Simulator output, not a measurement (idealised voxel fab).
Proc. module: voxel air gaps
Displayed cross-section: cut, width of 255 nm, square cells sized 5 nm.
A cross-section in this document is a grid of square cells, and it is written down as bands, the top band listed before the ones below it; a band is made up of one or more rows of cells. Band: top and bottom heights (nm) first, top before bottom; then materials from left to right, widths in nm. "throughout" marks a sole material filling the band edge to edge. "blank" denotes empty space. Beneath 0, the wafer as received is one material, and that level is where height counting begins. The lowest band goes on downward without a bottom; it is written like "0 and below". Per-row width for "30..40": begins at first number (top row of band), ends at second number (bottom row), increment between rows held constant. Where a step carries "all unchanged", the cross-section came out of it unchanged, cell for cell. "Non-vented voids" contains a list of empty spaces, each no smaller than 8 cells and without an open way to the top, written in the form width x height at distance with the distance from the left edge and all three in nm. Note: text after step settings on the step line = simulator remark on that step. "overlay nm", when on a step's line for a step with a mask, measures how far to the right of its planned place the mask lay; a negative measure means to the left.

Here's what the planned process steps look like:
1 RECEIVE with material Si
2 CONFORMAL_DEP with material SiO2, thk nm 15
3 CONFORMAL_DEP with material SiN, thk nm 5
4 DIRECTIONAL_DEP with material SiO2, thk nm 35
5 MASKED_ETCH with tone open, mask id LINES, width nm 15, pitch nm 45, etch materials SiO2, depth nm 35, overlay nm 0
6 CONFORMAL_DEP with material TiN, thk nm 5
7 FILL_DEP with material W, thk nm 10
8 CMP with height nm 55
9 EPI with material Ru, thk nm 10
10 SELECTIVE_ETCH with etch materials SiO2, depth nm 45
11 CONFORMAL_DEP with material SiN, thk nm 5
Don't read the plan's width nm for step 5 as applying to every wafer: that's the first wafer's value, and the wafers differ in it, though they all start identical.

First wafer of several, as received: cross-section after step 1:
  0 and below = Si throughout
  Non-vented voids: none

Each row below is a wafer at the end of the module, listing for every material the number of cells it has gained (+) or lost (-) since it was received, followed by its closed voids:
width nm 15, +56 Ru, +206 SiN, +153 SiO2, +60 TiN, +24 W, Non-vented voids: 20 x 25 at 70; 20 x 25 at 115; 20 x 25 at 160
width nm 20, +64 Ru, +194 SiN, +153 SiO2, +64 TiN, +48 W, Non-vented voids: 15 x 25 at 75; 15 x 25 at 120; 15 x 25 at 165
width nm 25, +72 Ru, +128 SiN, +237 SiO2, +68 TiN, +72 W, Non-vented voids: none
width nm 30, +74 Ru, +128 SiN, +216 SiO2, +72 TiN, +96 W, Non-vented voids: none
